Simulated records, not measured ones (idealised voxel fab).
process module | voxel wiring stack
cross-section cut | 210 nm wide | cells 5 nm
A cross-section is a grid of square cells, given in bands from the top down. A band is one or more rows of cells.
Each band's line starts with the height of the band's top and of its bottom, in nm. Then come its materials from left to right, each with its width in nm. One material with "throughout" fills the band from edge to edge. "air" is empty space.
Height 0 is the level under which the wafer as received is all one material. The lowest band goes on downwards, as in "0 down".
A width such as "30 to 40" changes by the same amount from each row of cells to the next, from the band's top row to its bottom row.
"no change" after a step means that no cell of the cross-section changed.
closed voids: empty space of 8 cells or more with no open way to the top, each as width x height at its distance from the left edge, in nm
after a step's settings: what the simulator itself notes on the step
overlay nm, on a step with a mask: how far to the right of its planned place the mask lay; to the left if negative
plan
1 op RECEIVE | material Si
2 op CONFORMAL_DEP | material SiO2 | thk nm 15
3 op CONFORMAL_DEP | material SiCN | thk nm 5
4 op DIRECTIONAL_DEP | material lowk | thk nm 15
5 op PATTERN | tone open | mask id METAL_1 | material resist | width nm 30 | pitch nm 45 | thk nm 15 | overlay nm 0
6 op DIRECTIONAL_ETCH | etch materials lowk | depth nm 15
7 op DIRECTIONAL_ETCH | etch materials SiCN | depth nm 5
8 op STRIP | etch materials resist
9 op CONFORMAL_DEP | material TiN | thk nm 5
10 op FILL_DEP | material W | thk nm 5
11 op CMP | height nm 35
12 op CONFORMAL_DEP | material SiCN | thk nm 5
13 op DIRECTIONAL_DEP | material lowk | thk nm 20
14 op PATTERN | tone open | mask id PLUG_1 | material resist | width nm 15 | pitch nm 45 | thk nm 20 | overlay nm 0
15 op DIRECTIONAL_ETCH | etch materials lowk | depth nm 20
16 op DIRECTIONAL_ETCH | etch materials SiCN | depth nm 5
17 op STRIP | etch materials resist
18 op CONFORMAL_DEP | material TiN | thk nm 5
19 op FILL_DEP | material Ru | thk nm 10
20 op CMP | height nm 60
21 op DIRECTIONAL_DEP | material TiN | thk nm 5
22 op DIRECTIONAL_DEP | material W | thk nm 25
23 op DIRECTIONAL_DEP | material aC | thk nm 10
24 op PATTERN | tone cover | mask id METAL_2 | material resist | width nm 30 | pitch nm 45 | thk nm 30 | overlay nm 0
25 op DIRECTIONAL_ETCH | etch materials aC | depth nm 10
26 op STRIP | etch materials resist
27 op DIRECTIONAL_ETCH | etch materials W | depth nm 25
28 op DIRECTIONAL_ETCH | etch materials TiN | depth nm 5
29 op STRIP | etch materials aC
30 op FILL_DEP | material lowk | thk nm 5
31 op CMP | height nm 90
32 op CONFORMAL_DEP | material SiCN | thk nm 5
33 op DIRECTIONAL_DEP | material SiO2 | thk nm 35
34 op PATTERN | tone open | mask id METAL_3_HOLES | material resist | width nm 15 | pitch nm 45 | thk nm 20 | overlay nm 0
35 op DIRECTIONAL_ETCH | etch materials SiO2 | depth nm 35
36 op STRIP | etch materials resist
37 op DIRECTIONAL_DEP | material aC | thk nm 15
38 op PATTERN | tone open | mask id METAL_3 | material resist | width nm 30 | pitch nm 45 | thk nm 30 | overlay nm 0
39 op DIRECTIONAL_ETCH | etch materials aC | depth nm 15
40 op STRIP | etch materials resist
41 op DIRECTIONAL_ETCH | etch materials SiO2 | depth nm 20
42 op DIRECTIONAL_ETCH | etch materials SiCN | depth nm 5
43 op STRIP | etch materials aC
44 op CONFORMAL_DEP | material TiN | thk nm 5
45 op FILL_DEP | material Ru | thk nm 10
46 op CMP | height nm 130
47 op CONFORMAL_DEP | material SiN | thk nm 5
as received, after step 1
  0 down: Si throughout
  closed voids: none
first wafer at the end, as planned
  135 to 130: SiN throughout
  130 to 115: SiO2 20 | TiN 5 | Ru 20 | TiN 5 | SiO2 15 | TiN 5 | Ru 20 | TiN 5 | SiO2 15 | TiN 5 | Ru 20 | TiN 5 | SiO2 15 | TiN 5 | Ru 20 | TiN 5 | SiO2 25
  115 to 110: SiO2 20 | TiN 5 | Ru 5 | TiN 20 | SiO2 15 | TiN 5 | Ru 5 | TiN 20 | SiO2 15 | TiN 5 | Ru 5 | TiN 20 | SiO2 15 | TiN 5 | Ru 5 | TiN 20 | SiO2 25
  110 to 95: SiO2 20 | TiN 5 | Ru 5 | TiN 5 | SiO2 30 | TiN 5 | Ru 5 | TiN 5 | SiO2 30 | TiN 5 | Ru 5 | TiN 5 | SiO2 30 | TiN 5 | Ru 5 | TiN 5 | SiO2 40
  95 to 90: SiCN 20 | TiN 15 | SiCN 30 | TiN 15 | SiCN 30 | TiN 15 | SiCN 30 | TiN 15 | SiCN 40
  90 to 65: lowk 20 | W 30 | lowk 15 | W 30 | lowk 15 | W 30 | lowk 15 | W 30 | lowk 25
  65 to 60: lowk 20 | TiN 30 | lowk 15 | TiN 30 | lowk 15 | TiN 30 | lowk 15 | TiN 30 | lowk 25
  60 to 40: lowk 20 | TiN 5 | Ru 5 | TiN 5 | lowk 30 | TiN 5 | Ru 5 | TiN 5 | lowk 30 | TiN 5 | Ru 5 | TiN 5 | lowk 30 | TiN 5 | Ru 5 | TiN 5 | lowk 40
  40 to 35: SiCN 20 | TiN 15 | SiCN 30 | TiN 15 | SiCN 30 | TiN 15 | SiCN 30 | TiN 15 | SiCN 40
  35 to 20: lowk 20 | TiN 5 | W 20 | TiN 5 | lowk 15 | TiN 5 | W 20 | TiN 5 | lowk 15 | TiN 5 | W 20 | TiN 5 | lowk 15 | TiN 5 | W 20 | TiN 5 | lowk 25
  20 to 15: SiCN 20 | TiN 30 | SiCN 15 | TiN 30 | SiCN 15 | TiN 30 | SiCN 15 | TiN 30 | SiCN 25
  15 to 0: SiO2 throughout
  0 down: Si throughout
  closed voids: none
second wafer at the end: like start, like plan, one mistake
  135 to 130: SiN throughout
  130 to 115: SiO2 20 | TiN 5 | Ru 5 | TiN 5 | SiO2 30 | TiN 5 | Ru 5 | TiN 5 | SiO2 30 | TiN 5 | Ru 5 | TiN 5 | SiO2 30 | TiN 5 | Ru 5 | TiN 5 | SiO2 40
  115 to 110: SiO2 20 | TiN 15 | SiO2 30 | TiN 15 | SiO2 30 | TiN 15 | SiO2 30 | TiN 15 | SiO2 40
  110 to 95: SiO2 20 | SiN 15 | SiO2 30 | SiN 15 | SiO2 30 | SiN 15 | SiO2 30 | SiN 15 | SiO2 40
  95 to 90: SiCN throughout
  90 to 65: lowk 20 | W 30 | lowk 15 | W 30 | lowk 15 | W 30 | lowk 15 | W 30 | lowk 25
  65 to 60: lowk 20 | TiN 30 | lowk 15 | TiN 30 | lowk 15 | TiN 30 | lowk 15 | TiN 30 | lowk 25
  60 to 40: lowk 20 | TiN 5 | Ru 5 | TiN 5 | lowk 30 | TiN 5 | Ru 5 | TiN 5 | lowk 30 | TiN 5 | Ru 5 | TiN 5 | lowk 30 | TiN 5 | Ru 5 | TiN 5 | lowk 40
  40 to 35: SiCN 20 | TiN 15 | SiCN 30 | TiN 15 | SiCN 30 | TiN 15 | SiCN 30 | TiN 15 | SiCN 40
  35 to 20: lowk 20 | TiN 5 | W 20 | TiN 5 | lowk 15 | TiN 5 | W 20 | TiN 5 | lowk 15 | TiN 5 | W 20 | TiN 5 | lowk 15 | TiN 5 | W 20 | TiN 5 | lowk 25
  20 to 15: SiCN 20 | TiN 30 | SiCN 15 | TiN 30 | SiCN 15 | TiN 30 | SiCN 15 | TiN 30 | SiCN 25
  15 to 0: SiO2 throughout
  0 down: Si throughout
  closed voids: none
what went wrong: step 37 ran as: op DIRECTIONAL_DEP | material SiN | thk nm 15
at the end the second wafer has, in cells: 52 fewer of Ru | 12 more of SiCN | 36 more of SiN | 48 more of SiO2 | 44 fewer of TiN
